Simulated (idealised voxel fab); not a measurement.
process module | voxel self aligned contacts
cross-section cut | 275 nm wide | cells 5 nm
A cross-section is a grid of square cells, given in bands from the top down. A band is one or more rows of cells.
Each band's line starts with the height of the band's top and of its bottom, in nm. Then come its materials from left to right, each with its width in nm. One material with "throughout" fills the band from edge to edge. "air" is empty space.
Height 0 is the level under which the wafer as received is all one material. The lowest band goes on downwards, as in "0 down".
A width such as "30 to 40" changes by the same amount from each row of cells to the next, from the band's top row to its bottom row.
"no change" after a step means that no cell of the cross-section changed.
closed voids: empty space of 8 cells or more with no open way to the top, each as width x height at its distance from the left edge, in nm
after a step's settings: what the simulator itself notes on the step
overlay nm, on a step with a mask: how far to the right of its planned place the mask lay; to the left if negative
plan
1 op RECEIVE | material Si
2 op OXIDIZE | depth nm 5
3 op DIRECTIONAL_DEP | material polySi | thk nm 25
4 op DIRECTIONAL_DEP | material SiN | thk nm 15
5 op DIRECTIONAL_DEP | material aC | thk nm 10
6 op PATTERN | tone cover | mask id GATE | material resist | width nm 35 | pitch nm 65 | thk nm 25 | overlay nm 0
7 op DIRECTIONAL_ETCH | etch materials aC | depth nm 10
8 op STRIP | etch materials resist
9 op DIRECTIONAL_ETCH | etch materials SiN | depth nm 15
10 op DIRECTIONAL_ETCH | etch materials polySi | depth nm 25
11 op STRIP | etch materials aC
12 op CONFORMAL_DEP | material SiN | thk nm 5
13 op DIRECTIONAL_ETCH | etch materials SiN | depth nm 5
14 op FILL_DEP | material SiO2 | thk nm 20
15 op CMP | height nm 50
16 op DIRECTIONAL_DEP | material aC | thk nm 15
17 op PATTERN | tone open | mask id CONTACT | material resist | width nm 50 | thk nm 35 | overlay nm 0
18 op DIRECTIONAL_ETCH | etch materials aC | depth nm 15
19 op STRIP | etch materials resist
20 op DIRECTIONAL_ETCH | etch materials SiO2 | depth nm 55
21 op STRIP | etch materials aC
22 op CONFORMAL_DEP | material TiN | thk nm 5
23 op FILL_DEP | material Ru | thk nm 5
24 op CMP | height nm 50
25 op CONFORMAL_DEP | material SiN | thk nm 5
first wafer, as planned
as received, after step 1
  0 down: Si throughout
  closed voids: none
after step 2
  0 to -5: SiO2 throughout
  below -5: unchanged
after step 3
  25 to 0: polySi throughout
  below 0: unchanged
after step 4
  40 to 25: SiN throughout
  below 25: unchanged
after step 5
  50 to 40: aC throughout
  below 40: unchanged
after step 6
  75 to 50: air 85 | resist 35 | air 30 | resist 35 | air 90
  below 50: unchanged
after step 7
  65 to 50: air 85 | resist 35 | air 30 | resist 35 | air 90
  50 to 40: air 85 | aC 35 | air 30 | aC 35 | air 90
  below 40: unchanged
after step 8
  50 to 40: air 85 | aC 35 | air 30 | aC 35 | air 90
  below 40: unchanged
after step 9
  50 to 40: air 85 | aC 35 | air 30 | aC 35 | air 90
  40 to 25: air 85 | SiN 35 | air 30 | SiN 35 | air 90
  below 25: unchanged
after step 10
  50 to 40: air 85 | aC 35 | air 30 | aC 35 | air 90
  40 to 25: air 85 | SiN 35 | air 30 | SiN 35 | air 90
  25 to 0: air 85 | polySi 35 | air 30 | polySi 35 | air 90
  below 0: unchanged
after step 11
  40 to 25: air 85 | SiN 35 | air 30 | SiN 35 | air 90
  below 25: unchanged
after step 12
  45 to 25: air 80 | SiN 45 | air 20 | SiN 45 | air 85
  25 to 5: air 80 | SiN 5 | polySi 35 | SiN 5 | air 20 | SiN 5 | polySi 35 | SiN 5 | air 85
  5 to 0: SiN 85 | polySi 35 | SiN 30 | polySi 35 | SiN 90
  below 0: unchanged
after step 13
  40 to 25: air 80 | SiN 45 | air 20 | SiN 45 | air 85
  25 to 0: air 80 | SiN 5 | polySi 35 | SiN 5 | air 20 | SiN 5 | polySi 35 | SiN 5 | air 85
  below 0: unchanged
after step 14
  60 to 40: SiO2 throughout
  40 to 25: SiO2 80 | SiN 45 | SiO2 20 | SiN 45 | SiO2 85
  25 to 0: SiO2 80 | SiN 5 | polySi 35 | SiN 5 | SiO2 20 | SiN 5 | polySi 35 | SiN 5 | SiO2 85
  below 0: unchanged
after step 15
  50 to 40: SiO2 throughout
  below 40: unchanged
after step 16
  65 to 50: aC throughout
  below 50: unchanged
after step 17
  100 to 65: resist 110 | air 50 | resist 115
  below 65: unchanged
after step 18
  85 to 65: resist 110 | air 50 | resist 115
  65 to 50: aC 110 | air 50 | aC 115
  below 50: unchanged
after step 19
  65 to 50: aC 110 | air 50 | aC 115
  below 50: unchanged
after step 20
  65 to 50: aC 110 | air 50 | aC 115
  50 to 40: SiO2 110 | air 50 | SiO2 115
  40 to 25: SiO2 80 | SiN 45 | air 20 | SiN 45 | SiO2 85
  25 to 0: SiO2 80 | SiN 5 | polySi 35 | SiN 5 | air 20 | SiN 5 | polySi 35 | SiN 5 | SiO2 85
  0 to -5: SiO2 125 | air 20 | SiO2 130
  below -5: unchanged
after step 21
  50 to 40: SiO2 110 | air 50 | SiO2 115
  below 40: unchanged
after step 22
  55 to 50: TiN 115 | air 40 | TiN 120
  50 to 40: SiO2 110 | TiN 5 to 20 | air 40 to 10 | TiN 5 to 20 | SiO2 115
  40 to 25: SiO2 80 | SiN 45 | TiN 5 | air 10 | TiN 5 | SiN 45 | SiO2 85
  25 to 0: SiO2 80 | SiN 5 | polySi 35 | SiN 5 | TiN 5 | air 10 | TiN 5 | SiN 5 | polySi 35 | SiN 5 | SiO2 85
  0 to -5: SiO2 125 | TiN 20 | SiO2 130
  below -5: unchanged
after step 23
  60 to 55: Ru throughout
  55 to 50: TiN 115 | Ru 40 | TiN 120
  50 to 40: SiO2 110 | TiN 5 to 20 | Ru 40 to 10 | TiN 5 to 20 | SiO2 115
  40 to 25: SiO2 80 | SiN 45 | TiN 5 | Ru 10 | TiN 5 | SiN 45 | SiO2 85
  25 to 0: SiO2 80 | SiN 5 | polySi 35 | SiN 5 | TiN 5 | Ru 10 | TiN 5 | SiN 5 | polySi 35 | SiN 5 | SiO2 85
  below 0: unchanged
after step 24
  50 to 40: SiO2 110 | TiN 5 to 20 | Ru 40 to 10 | TiN 5 to 20 | SiO2 115
  below 40: unchanged
after step 25
  55 to 50: SiN throughout
  below 50: unchanged
second wafer: like start, like plan, one mistake. Through step 16 it matches the first wafer
when step 17 should have ended
  100 to 65: resist 115 | air 45 | resist 115
  below 65: unchanged
when step 18 should have ended
  85 to 65: resist 115 | air 45 | resist 115
  65 to 50: aC 115 | air 45 | aC 115
  below 50: unchanged
when step 19 should have ended
  65 to 50: aC 115 | air 45 | aC 115
  below 50: unchanged
when step 20 should have ended
  65 to 50: aC 115 | air 45 | aC 115
  50 to 40: SiO2 115 | air 45 | SiO2 115
  40 to 25: SiO2 80 | SiN 45 | air 20 | SiN 45 | SiO2 85
  25 to 0: SiO2 80 | SiN 5 | polySi 35 | SiN 5 | air 20 | SiN 5 | polySi 35 | SiN 5 | SiO2 85
  0 to -5: SiO2 125 | air 20 | SiO2 130
  below -5: unchanged
when step 21 should have ended
  50 to 40: SiO2 115 | air 45 | SiO2 115
  below 40: unchanged
when step 22 should have ended
  55 to 50: TiN 120 | air 35 | TiN 120
  50 to 40: SiO2 115 | TiN 5 to 15 | air 35 to 10 | TiN 5 to 20 | SiO2 115
  40 to 25: SiO2 80 | SiN 45 | TiN 5 | air 10 | TiN 5 | SiN 45 | SiO2 85
  25 to 0: SiO2 80 | SiN 5 | polySi 35 | SiN 5 | TiN 5 | air 10 | TiN 5 | SiN 5 | polySi 35 | SiN 5 | SiO2 85
  0 to -5: SiO2 125 | TiN 20 | SiO2 130
  below -5: unchanged
when step 23 should have ended
  60 to 55: Ru throughout
  55 to 50: TiN 120 | Ru 35 | TiN 120
  50 to 40: SiO2 115 | TiN 5 to 15 | Ru 35 to 10 | TiN 5 to 20 | SiO2 115
  40 to 25: SiO2 80 | SiN 45 | TiN 5 | Ru 10 | TiN 5 | SiN 45 | SiO2 85
  25 to 0: SiO2 80 | SiN 5 | polySi 35 | SiN 5 | TiN 5 | Ru 10 | TiN 5 | SiN 5 | polySi 35 | SiN 5 | SiO2 85
  below 0: unchanged
when step 24 should have ended
  50 to 40: SiO2 115 | TiN 5 to 15 | Ru 35 to 10 | TiN 5 to 20 | SiO2 115
  below 40: unchanged
when step 25 should have ended
  55 to 50: SiN throughout
  below 50: unchanged
what went wrong: step 17 ran as: op PATTERN | tone open | mask id CONTACT | material resist | width nm 45 | thk nm 35 | overlay nm 0
at the end the second wafer has, in cells: 1 fewer of Ru | 2 more of SiO2 | 1 fewer of TiN
